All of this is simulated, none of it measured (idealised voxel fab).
Process module, titled voxel double patterning
In the cross-section labelled cut, the width is 195 nm and each square cell is 5 nm.
If you're reading a cross-section in this doc, picture square cells in a grid; it comes to you as bands, top ones listed first down to the bottom, and a band can be one or more rows of cells.
Top height, bottom height, nm. Materials left to right, width each, nm. Single material + "edge to edge" = fills band edge to edge. "empty" = empty.
Basically, 0 is our baseline, since under it the wafer straight out of the box is all one material. The bottom band has no lower end and keeps on going down, so it looks like "0 -> down".
Read "30 to 40" as a graded width: first number on top, second number at the bottom, same change between each pair of neighbouring rows.
No cell of the cross-section changed in a step that is given as "no alterations made".
Any empty space of 8 cells or more lacking an open way to the top shows up in "Sealed void inventory" as width x height at distance, distance from the left edge, in nm.
That trailing text on a step's line, after the settings, is the simulator's own remark on the step.
overlay nm: for a step with a mask, the amount by which the mask lay right of where it was planned; a negative amount means left of it.

# Process steps (planned)
1) RECEIVE,material Si
2) CONFORMAL_DEP,material SiO2,thk nm 5
3) DIRECTIONAL_DEP,material polySi,thk nm 20
4) DIRECTIONAL_DEP,material SiN,thk nm 5
5) DIRECTIONAL_DEP,material aC,thk nm 10
6) PATTERN,tone open,mask id FIRST,material resist,width nm 15,pitch nm 50,thk nm 30,overlay nm 0
7) DIRECTIONAL_ETCH,etch materials aC,depth nm 10
8) STRIP,etch materials resist
9) DIRECTIONAL_ETCH,etch materials SiN,depth nm 5
10) STRIP,etch materials aC
11) PATTERN,tone open,mask id SECOND,material resist,width nm 15,thk nm 20,overlay nm 0
12) DIRECTIONAL_ETCH,etch materials SiN,depth nm 5
13) STRIP,etch materials resist
14) DIRECTIONAL_ETCH,etch materials polySi,depth nm 20
15) STRIP,etch materials SiN

# Wafer at receipt (post step 1), cross-section
	0 -> down: Si edge to edge
	Sealed void inventory: none

# Final cross-section, module run with one mistake (start and plan as above)
	25 -> 5: polySi (65) | empty (30) | polySi (20) | empty (15) | polySi (65)
	5 -> 0: SiO2 edge to edge
	0 -> down: Si edge to edge
	Sealed void inventory: none
Want to know what went wrong? step 11 was not run as planned; what actually ran was PATTERN,tone open,mask id SECOND,material resist,width nm 15,thk nm 20,overlay nm -10
